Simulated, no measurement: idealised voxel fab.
Process module name: voxel ribs on slabs
This is section cut - it's 295 nm across, gridded in 5 nm square cells.
Throughout this document, each cross-section is represented as a grid of square cells and is presented as a sequence of bands enumerated from the top downward, where a band comprises one or more rows of cells.
For a band, the entry starts with two heights in nm, that of the top and then that of the bottom, and carries on with the band's materials in order from left to right, each alongside its width in nm; the word "all across" beside a single material means it fills the band edge to edge, and "empty" means empty space.
Basically, 0 is our baseline, since under it the wafer straight out of the box is all one material. The bottom band has no lower end and keeps on going down, so it looks like "top 0, no bottom".
Width spec "30..40" -> top row of cells at first value, bottom row at second value, equal per-row change in between.
Any step labelled "nothing altered" changed none of the cells in the cross-section.
The label "Trapped voids" introduces a list of the empty spaces, 8 cells or larger, that have no open way up to the top; each entry in it reads width x height at distance, where the distance is taken from the left edge and all three are stated in nm.
Post-settings text on a step line: simulator's own remark regarding the step.
Steps that use a mask can have "overlay nm" on their line. It says how far the mask sat to the right of where it was meant to be. Negative means to the left.

-- Process steps (planned)
1: RECEIVE with material Si
2: DIRECTIONAL_DEP with material SiO2, thk nm 30
3: DIRECTIONAL_DEP with material SiN, thk nm 15
4: PATTERN with tone cover, mask id RIB, material resist, width nm 15, thk nm 20, overlay nm 0
5: DIRECTIONAL_ETCH with etch materials SiN, depth nm 10
6: STRIP with etch materials resist
7: MASKED_ETCH with tone cover, mask id SLAB, width nm 75, etch materials SiN, depth nm 5, overlay nm 0
8: FILL_DEP with material SiO2, thk nm 25
9: CMP with height nm 65
10: DIRECTIONAL_DEP with material W, thk nm 10
11: DIRECTIONAL_DEP with material aC, thk nm 15
12: PATTERN with tone cover, mask id HEATER, material resist, width nm 15, thk nm 35, overlay nm 0
13: DIRECTIONAL_ETCH with etch materials aC, depth nm 15
14: STRIP with etch materials resist
15: DIRECTIONAL_ETCH with etch materials W, depth nm 10
16: STRIP with etch materials aC
17: CONFORMAL_DEP with material SiO2, thk nm 5
Heads up: all these wafers start the same, and what changes between them is the width nm in step 12. The value you see in the plan is just what the first wafer got.

-- Cut through the first of several wafers as received, post step 1
	top 0, no bottom: Si all across
	Trapped voids: none

-- Cross-section after step 17, the final step of the module, for the first of several wafers
	top 80, bottom 75: empty (135) | SiO2 (25) | empty (135)
	top 75, bottom 70: empty (135) | SiO2 (5) | W (15) | SiO2 (5) | empty (135)
	top 70, bottom 65: SiO2 (140) | W (15) | SiO2 (140)
	top 65, bottom 45: SiO2 all across
	top 45, bottom 35: SiO2 (140) | SiN (15) | SiO2 (140)
	top 35, bottom 30: SiO2 (110) | SiN (75) | SiO2 (110)
	top 30, bottom 0: SiO2 all across
	top 0, no bottom: Si all across
	Trapped voids: none

-- The module's end: a cross-section of the last wafer
	top 80, bottom 75: empty (125) | SiO2 (50) | empty (120)
	top 75, bottom 70: empty (125) | SiO2 (5) | W (40) | SiO2 (5) | empty (120)
	top 70, bottom 65: SiO2 (130) | W (40) | SiO2 (125)
	top 65, bottom 45: SiO2 all across
	top 45, bottom 35: SiO2 (140) | SiN (15) | SiO2 (140)
	top 35, bottom 30: SiO2 (110) | SiN (75) | SiO2 (110)
	top 30, bottom 0: SiO2 all across
	top 0, no bottom: Si all across
	Trapped voids: none

-- End of module, by wafer: material-by-material cell gain (+) or loss (-) since receipt, then closed voids
width nm 15 | +21 SiN | +809 SiO2 | +6 W | Trapped voids: none
width nm 20 | +21 SiN | +809 SiO2 | +8 W | Trapped voids: none
width nm 25 | +21 SiN | +809 SiO2 | +10 W | Trapped voids: none
width nm 30 | +21 SiN | +809 SiO2 | +12 W | Trapped voids: none
width nm 35 | +21 SiN | +809 SiO2 | +14 W | Trapped voids: none
width nm 40 | +21 SiN | +809 SiO2 | +16 W | Trapped voids: none
